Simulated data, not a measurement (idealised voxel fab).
The process module that follows is named voxel self aligned contacts.
Xsec cut, 290 nm wide, square cell size 5 nm.
Cross-section, as written here: a square-cell grid given band by band from the top down, where a band holds one or more rows of cells.
A band entry consists of two parts. The first gives the height of the band's top and the height of its bottom, in nm. The rest lists the band's materials from left to right, each with its width in nm. A single material labelled with the word "throughout" fills the band from edge to edge, and the word "air" marks empty space.
Note: height 0 marks the level under which the wafer is uniformly one material as received. Lowest band unbounded below, written "top 0, no bottom".
Read "30..40" as a graded width: first number on top, second number at the bottom, same change between each pair of neighbouring rows.
"everything unchanged" for a step: no cell of the cross-section changed in that step.
In the "Closed-off voids" entry, you get each enclosed empty space of 8 cells or more, one with no open way to the top, written width x height at distance, distance from the left edge, in nm.
Step line, after settings: the simulator's comment on this step.
If you see "overlay nm" on a step's line and that step has a mask, it's telling you how far right of where it was planned the mask ended up; a negative number means it went left instead.
### Process steps - plan
| 1 | op RECEIVE | material Si |
| 2 | op CONFORMAL_DEP | material SiO2 | thk nm 5 |
| 3 | op DIRECTIONAL_DEP | material polySi | thk nm 25 |
| 4 | op DIRECTIONAL_DEP | material SiN | thk nm 20 |
| 5 | op DIRECTIONAL_DEP | material aC | thk nm 10 |
| 6 | op PATTERN | tone cover | mask id GATE | material resist | width nm 35 | pitch nm 60 | thk nm 25 | overlay nm 0 |
| 7 | op DIRECTIONAL_ETCH | etch materials aC | depth nm 10 |
| 8 | op STRIP | etch materials resist |
| 9 | op DIRECTIONAL_ETCH | etch materials SiN | depth nm 20 |
| 10 | op DIRECTIONAL_ETCH | etch materials polySi | depth nm 25 |
| 11 | op STRIP | etch materials aC |
| 12 | op CONFORMAL_DEP | material SiN | thk nm 5 |
| 13 | op DIRECTIONAL_ETCH | etch materials SiN | depth nm 5 |
| 14 | op FILL_DEP | material SiO2 | thk nm 10 |
| 15 | op CMP | height nm 55 |
| 16 | op MASKED_ETCH | tone open | mask id CONTACT | width nm 35 | etch materials SiO2 | depth nm 55 | overlay nm 0 |
| 17 | op CONFORMAL_DEP | material TiN | thk nm 5 |
| 18 | op FILL_DEP | material W | thk nm 5 |
| 19 | op CMP | height nm 55 |
| 20 | op CONFORMAL_DEP | material SiN | thk nm 5 |
### Here's what the wafer looked like in cross-section when it arrived - that's after step 1
	top 0, no bottom  Si throughout
	Closed-off voids: none
### Here's the wafer cut in cross-section after the module, started and planned just like above, except one thing was done wrong in the run
	top 60, bottom 55  SiN throughout
	top 55, bottom 50  SiO2: 125; TiN: 35; SiO2: 130
	top 50, bottom 30  SiN: 100; SiO2: 25; SiN: 35; SiO2: 25; SiN: 105
	top 30, bottom 5  polySi: 95; SiN: 5; SiO2: 25; SiN: 5; polySi: 25; SiN: 5; SiO2: 25; SiN: 5; polySi: 100
	top 5, bottom 0  SiO2 throughout
	top 0, no bottom  Si throughout
	Closed-off voids: none
Diagnosis: step 6 ran as: op PATTERN | tone open | mask id GATE | material resist | width nm 35 | pitch nm 60 | thk nm 25 | overlay nm 0
